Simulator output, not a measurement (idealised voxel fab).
The document below concerns the process module designated voxel trench capacitor.
Pictured: cross-section cut, 195 nm wide, on a grid of 5 nm square cells.
We lay out every cross-section as a grid of square cells and spell it out in bands from the top down, where one band means one or more rows of cells. Within each band entry, the heights of the top and of the bottom of the band appear first, in that order and in nm; the materials of the band then follow from left to right, each with its corresponding width in nm. The designation "edge to edge" on a single material indicates that it fills the band from edge to edge; the designation "blank" indicates empty space. Convention: height 0 is the level below which the wafer, as received, is all one material. The lowest band does not terminate at the bottom but continues downward, represented as "from 0 down". The expression "30 to 40" gives the width at the extremes of the band, the first number at its top row of cells and the second at its bottom row, with the width changing by equal amounts from each row to the next in between. Given "no change occurred" for a step, no cell of the cross-section differs between before and after that step. "Sealed voids" - sealed voids, min. 8 cells, no opening to top; format: width x height at distance (distance from left edge; nm throughout). Formally, on a step line, whatever follows the settings is a remark that the simulator itself makes on the step. Steps that use a mask can have "overlay nm" on their line. It says how far the mask sat to the right of where it was meant to be. Negative means to the left.

Below is the list of planned process steps:
1,RECEIVE (material Si)
2,CONFORMAL_DEP (material SiN; thk nm 10)
3,PATTERN (tone open; mask id TRENCH; material resist; width nm 25; pitch nm 45; thk nm 15; overlay nm 0)
4,DIRECTIONAL_ETCH (etch materials SiN; depth nm 10)
5,DIRECTIONAL_ETCH (etch materials Si; depth nm 30)
6,STRIP (etch materials resist)
7,CONFORMAL_DEP (material Al2O3; thk nm 5)
8,CONFORMAL_DEP (material TiN; thk nm 5)
9,FILL_DEP (material W; thk nm 5)
10,CMP (height nm 10)

So, the first of our two wafers, run just as we planned it:

As-received state of the wafer in cross-section, equivalent to post-step 1:
> from 0 down = Si edge to edge
> Sealed voids: none

After step 2: wafer cross-section:
> from 10 to 0 = SiN edge to edge
> Whatever lies below 0 is exactly as it was before.

After step 3: wafer cross-section:
> from 25 to 10 = 40 nm resist / 25 nm blank / 20 nm resist / 25 nm blank / 20 nm resist / 25 nm blank / 40 nm resist
> Whatever lies below 10 is exactly as it was before.

After step 4: wafer cross-section:
> from 25 to 10 = 40 nm resist / 25 nm blank / 20 nm resist / 25 nm blank / 20 nm resist / 25 nm blank / 40 nm resist
> from 10 to 0 = 40 nm SiN / 25 nm blank / 20 nm SiN / 25 nm blank / 20 nm SiN / 25 nm blank / 40 nm SiN
> Whatever lies below 0 is exactly as it was before.

After step 5: wafer cross-section:
> from 25 to 10 = 40 nm resist / 25 nm blank / 20 nm resist / 25 nm blank / 20 nm resist / 25 nm blank / 40 nm resist
> from 10 to 0 = 40 nm SiN / 25 nm blank / 20 nm SiN / 25 nm blank / 20 nm SiN / 25 nm blank / 40 nm SiN
> from 0 to -30 = 40 nm Si / 25 nm blank / 20 nm Si / 25 nm blank / 20 nm Si / 25 nm blank / 40 nm Si
> Whatever lies below -30 is exactly as it was before.

After step 6: wafer cross-section:
> from 10 to 0 = 40 nm SiN / 25 nm blank / 20 nm SiN / 25 nm blank / 20 nm SiN / 25 nm blank / 40 nm SiN
> Whatever lies below 0 is exactly as it was before.

After step 7: wafer cross-section:
> from 15 to 10 = 45 nm Al2O3 / 15 nm blank / 30 nm Al2O3 / 15 nm blank / 30 nm Al2O3 / 15 nm blank / 45 nm Al2O3
> from 10 to 0 = 40 nm SiN / 5 nm Al2O3 / 15 nm blank / 5 nm Al2O3 / 20 nm SiN / 5 nm Al2O3 / 15 nm blank / 5 nm Al2O3 / 20 nm SiN / 5 nm Al2O3 / 15 nm blank / 5 nm Al2O3 / 40 nm SiN
> from 0 to -25 = 40 nm Si / 5 nm Al2O3 / 15 nm blank / 5 nm Al2O3 / 20 nm Si / 5 nm Al2O3 / 15 nm blank / 5 nm Al2O3 / 20 nm Si / 5 nm Al2O3 / 15 nm blank / 5 nm Al2O3 / 40 nm Si
> from -25 to -30 = 40 nm Si / 25 nm Al2O3 / 20 nm Si / 25 nm Al2O3 / 20 nm Si / 25 nm Al2O3 / 40 nm Si
> Whatever lies below -30 is exactly as it was before.

After step 8: wafer cross-section:
> from 20 to 15 = 50 nm TiN / 5 nm blank / 40 nm TiN / 5 nm blank / 40 nm TiN / 5 nm blank / 50 nm TiN
> from 15 to 10 = 45 nm Al2O3 / 5 nm TiN / 5 nm blank / 5 nm TiN / 30 nm Al2O3 / 5 nm TiN / 5 nm blank / 5 nm TiN / 30 nm Al2O3 / 5 nm TiN / 5 nm blank / 5 nm TiN / 45 nm Al2O3
> from 10 to 0 = 40 nm SiN / 5 nm Al2O3 / 5 nm TiN / 5 nm blank / 5 nm TiN / 5 nm Al2O3 / 20 nm SiN / 5 nm Al2O3 / 5 nm TiN / 5 nm blank / 5 nm TiN / 5 nm Al2O3 / 20 nm SiN / 5 nm Al2O3 / 5 nm TiN / 5 nm blank / 5 nm TiN / 5 nm Al2O3 / 40 nm SiN
> from 0 to -20 = 40 nm Si / 5 nm Al2O3 / 5 nm TiN / 5 nm blank / 5 nm TiN / 5 nm Al2O3 / 20 nm Si / 5 nm Al2O3 / 5 nm TiN / 5 nm blank / 5 nm TiN / 5 nm Al2O3 / 20 nm Si / 5 nm Al2O3 / 5 nm TiN / 5 nm blank / 5 nm TiN / 5 nm Al2O3 / 40 nm Si
> from -20 to -25 = 40 nm Si / 5 nm Al2O3 / 15 nm TiN / 5 nm Al2O3 / 20 nm Si / 5 nm Al2O3 / 15 nm TiN / 5 nm Al2O3 / 20 nm Si / 5 nm Al2O3 / 15 nm TiN / 5 nm Al2O3 / 40 nm Si
> Whatever lies below -25 is exactly as it was before.

After step 9: wafer cross-section:
> from 25 to 20 = W edge to edge
> from 20 to 15 = 50 nm TiN / 5 nm W / 40 nm TiN / 5 nm W / 40 nm TiN / 5 nm W / 50 nm TiN
> from 15 to 10 = 45 nm Al2O3 / 5 nm TiN / 5 nm W / 5 nm TiN / 30 nm Al2O3 / 5 nm TiN / 5 nm W / 5 nm TiN / 30 nm Al2O3 / 5 nm TiN / 5 nm W / 5 nm TiN / 45 nm Al2O3
> from 10 to 0 = 40 nm SiN / 5 nm Al2O3 / 5 nm TiN / 5 nm W / 5 nm TiN / 5 nm Al2O3 / 20 nm SiN / 5 nm Al2O3 / 5 nm TiN / 5 nm W / 5 nm TiN / 5 nm Al2O3 / 20 nm SiN / 5 nm Al2O3 / 5 nm TiN / 5 nm W / 5 nm TiN / 5 nm Al2O3 / 40 nm SiN
> from 0 to -20 = 40 nm Si / 5 nm Al2O3 / 5 nm TiN / 5 nm W / 5 nm TiN / 5 nm Al2O3 / 20 nm Si / 5 nm Al2O3 / 5 nm TiN / 5 nm W / 5 nm TiN / 5 nm Al2O3 / 20 nm Si / 5 nm Al2O3 / 5 nm TiN / 5 nm W / 5 nm TiN / 5 nm Al2O3 / 40 nm Si
> Whatever lies below -20 is exactly as it was before.

After step 10: wafer cross-section:
> from 10 to 0 = 40 nm SiN / 5 nm Al2O3 / 5 nm TiN / 5 nm W / 5 nm TiN / 5 nm Al2O3 / 20 nm SiN / 5 nm Al2O3 / 5 nm TiN / 5 nm W / 5 nm TiN / 5 nm Al2O3 / 20 nm SiN / 5 nm Al2O3 / 5 nm TiN / 5 nm W / 5 nm TiN / 5 nm Al2O3 / 40 nm SiN
> Whatever lies below 0 is exactly as it was before.

Second wafer. Start and plan as for the first. One mistake made in running. Agrees with the first up to and including step 4:

The second wafer cut through, at the time step 5 was supposed to be finished:
> from 25 to 10 = 40 nm resist / 25 nm blank / 20 nm resist / 25 nm blank / 20 nm resist / 25 nm blank / 40 nm resist
> from 10 to 0 = 40 nm SiN / 25 nm blank / 20 nm SiN / 25 nm blank / 20 nm SiN / 25 nm blank / 40 nm SiN
> from 0 to -60 = 40 nm Si / 25 nm blank / 20 nm Si / 25 nm blank / 20 nm Si / 25 nm blank / 40 nm Si
> Whatever lies below -60 is exactly as it was before.

The second wafer cut through, at the time step 6 was supposed to be finished:
> from 10 to 0 = 40 nm SiN / 25 nm blank / 20 nm SiN / 25 nm blank / 20 nm SiN / 25 nm blank / 40 nm SiN
> Whatever lies below 0 is exactly as it was before.

The second wafer cut through, at the time step 7 was supposed to be finished:
> from 15 to 10 = 45 nm Al2O3 / 15 nm blank / 30 nm Al2O3 / 15 nm blank / 30 nm Al2O3 / 15 nm blank / 45 nm Al2O3
> from 10 to 0 = 40 nm SiN / 5 nm Al2O3 / 15 nm blank / 5 nm Al2O3 / 20 nm SiN / 5 nm Al2O3 / 15 nm blank / 5 nm Al2O3 / 20 nm SiN / 5 nm Al2O3 / 15 nm blank / 5 nm Al2O3 / 40 nm SiN
> from 0 to -55 = 40 nm Si / 5 nm Al2O3 / 15 nm blank / 5 nm Al2O3 / 20 nm Si / 5 nm Al2O3 / 15 nm blank / 5 nm Al2O3 / 20 nm Si / 5 nm Al2O3 / 15 nm blank / 5 nm Al2O3 / 40 nm Si
> from -55 to -60 = 40 nm Si / 25 nm Al2O3 / 20 nm Si / 25 nm Al2O3 / 20 nm Si / 25 nm Al2O3 / 40 nm Si
> Whatever lies below -60 is exactly as it was before.

The second wafer cut through, at the time step 8 was supposed to be finished:
> from 20 to 15 = 50 nm TiN / 5 nm blank / 40 nm TiN / 5 nm blank / 40 nm TiN / 5 nm blank / 50 nm TiN
> from 15 to 10 = 45 nm Al2O3 / 5 nm TiN / 5 nm blank / 5 nm TiN / 30 nm Al2O3 / 5 nm TiN / 5 nm blank / 5 nm TiN / 30 nm Al2O3 / 5 nm TiN / 5 nm blank / 5 nm TiN / 45 nm Al2O3
> from 10 to 0 = 40 nm SiN / 5 nm Al2O3 / 5 nm TiN / 5 nm blank / 5 nm TiN / 5 nm Al2O3 / 20 nm SiN / 5 nm Al2O3 / 5 nm TiN / 5 nm blank / 5 nm TiN / 5 nm Al2O3 / 20 nm SiN / 5 nm Al2O3 / 5 nm TiN / 5 nm blank / 5 nm TiN / 5 nm Al2O3 / 40 nm SiN
> from 0 to -50 = 40 nm Si / 5 nm Al2O3 / 5 nm TiN / 5 nm blank / 5 nm TiN / 5 nm Al2O3 / 20 nm Si / 5 nm Al2O3 / 5 nm TiN / 5 nm blank / 5 nm TiN / 5 nm Al2O3 / 20 nm Si / 5 nm Al2O3 / 5 nm TiN / 5 nm blank / 5 nm TiN / 5 nm Al2O3 / 40 nm Si
> from -50 to -55 = 40 nm Si / 5 nm Al2O3 / 15 nm TiN / 5 nm Al2O3 / 20 nm Si / 5 nm Al2O3 / 15 nm TiN / 5 nm Al2O3 / 20 nm Si / 5 nm Al2O3 / 15 nm TiN / 5 nm Al2O3 / 40 nm Si
> Whatever lies below -55 is exactly as it was before.

The second wafer cut through, at the time step 9 was supposed to be finished:
> from 25 to 20 = W edge to edge
> from 20 to 15 = 50 nm TiN / 5 nm W / 40 nm TiN / 5 nm W / 40 nm TiN / 5 nm W / 50 nm TiN
> from 15 to 10 = 45 nm Al2O3 / 5 nm TiN / 5 nm W / 5 nm TiN / 30 nm Al2O3 / 5 nm TiN / 5 nm W / 5 nm TiN / 30 nm Al2O3 / 5 nm TiN / 5 nm W / 5 nm TiN / 45 nm Al2O3
> from 10 to 0 = 40 nm SiN / 5 nm Al2O3 / 5 nm TiN / 5 nm W / 5 nm TiN / 5 nm Al2O3 / 20 nm SiN / 5 nm Al2O3 / 5 nm TiN / 5 nm W / 5 nm TiN / 5 nm Al2O3 / 20 nm SiN / 5 nm Al2O3 / 5 nm TiN / 5 nm W / 5 nm TiN / 5 nm Al2O3 / 40 nm SiN
> from 0 to -50 = 40 nm Si / 5 nm Al2O3 / 5 nm TiN / 5 nm W / 5 nm TiN / 5 nm Al2O3 / 20 nm Si / 5 nm Al2O3 / 5 nm TiN / 5 nm W / 5 nm TiN / 5 nm Al2O3 / 20 nm Si / 5 nm Al2O3 / 5 nm TiN / 5 nm W / 5 nm TiN / 5 nm Al2O3 / 40 nm Si
> Whatever lies below -50 is exactly as it was before.

The second wafer cut through, at the time step 10 was supposed to be finished:
> from 10 to 0 = 40 nm SiN / 5 nm Al2O3 / 5 nm TiN / 5 nm W / 5 nm TiN / 5 nm Al2O3 / 20 nm SiN / 5 nm Al2O3 / 5 nm TiN / 5 nm W / 5 nm TiN / 5 nm Al2O3 / 20 nm SiN / 5 nm Al2O3 / 5 nm TiN / 5 nm W / 5 nm TiN / 5 nm Al2O3 / 40 nm SiN
> Whatever lies below 0 is exactly as it was before.
Against the plan, the run slipped here: plan step 5 ran twice
At the finish, the second wafer shows more or fewer cells for some materials than the first does: Al2O3 +36, Si -90, TiN +36, W +18
